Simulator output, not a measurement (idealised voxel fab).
Herein follows the process module entitled voxel fin reveal.
The cross-section shown here is cut; it is 160 nm wide and divided into square cells measuring 5 nm on a side.
Cross-sections here: square-cell grids, written as top-down lists of bands, a band being one or more rows of cells. Per band: top height and bottom height in nm, followed by the left-to-right materials and their widths in nm; "everywhere" marks a single material spanning edge to edge, "blank" marks empty space. We count height from 0. Below that, the starting wafer is all one material. The lowest band never ends at the bottom but goes on down; see "0 nm and below" for how that is written. Top row gets the first number, bottom row gets the second, and each row in between changes by the same step: that is how a band width like "30 to 40" works. "no modification", as given for a step, is the statement that not any cell of the cross-section underwent a change during that step. Closed-off voids of 8+ cells (no open route to the top) go in "Closed cavity list", written width x height at distance from the left edge, in nm. That trailing text on a step's line, after the settings, is the simulator's own remark on the step. "overlay nm", when on a step's line for a step with a mask, measures how far to the right of its planned place the mask lay; a negative measure means to the left.

## The steps planned for the process are as follows
1. RECEIVE | material Si
2. CONFORMAL_DEP | material SiN | thk nm 10
3. PATTERN | tone cover | mask id FINS | material resist | width nm 15 | pitch nm 40 | thk nm 20 | overlay nm -15
4. DIRECTIONAL_ETCH | etch materials SiN | depth nm 10
5. DIRECTIONAL_ETCH | etch materials Si | depth nm 30
6. STRIP | etch materials resist
7. OXIDIZE | depth nm 5
8. FILL_DEP | material SiO2 | thk nm 5
9. CMP | height nm 10
10. SELECTIVE_ETCH | etch materials SiO2 | depth nm 25
11. STRIP | etch materials SiN
12. CONFORMAL_DEP | material HfO2 | thk nm 5
Wafer-to-wafer difference: overlay nm, step 3. Common start. Plan = first wafer's value.

## Cross-section, first of several wafers, as delivered after step 1
	0 nm and below: Si everywhere
	Closed cavity list: none

## Note: the following table is arranged by wafer, a row apiece. Each row reports the end-of-module state: per material, cells gained (+) or cells lost (-) compared with the wafer as received; closed voids follow
overlay nm -15; +50 HfO2; -203 Si; +116 SiO2; Closed cavity list: none
overlay nm -10; +50 HfO2; -203 Si; +116 SiO2; Closed cavity list: none
overlay nm -5; +50 HfO2; -203 Si; +116 SiO2; Closed cavity list: none
overlay nm 0; +50 HfO2; -203 Si; +116 SiO2; Closed cavity list: none
overlay nm 5; +50 HfO2; -203 Si; +116 SiO2; Closed cavity list: none
overlay nm 10; +50 HfO2; -203 Si; +116 SiO2; Closed cavity list: none
overlay nm 15; +50 HfO2; -203 Si; +116 SiO2; Closed cavity list: none
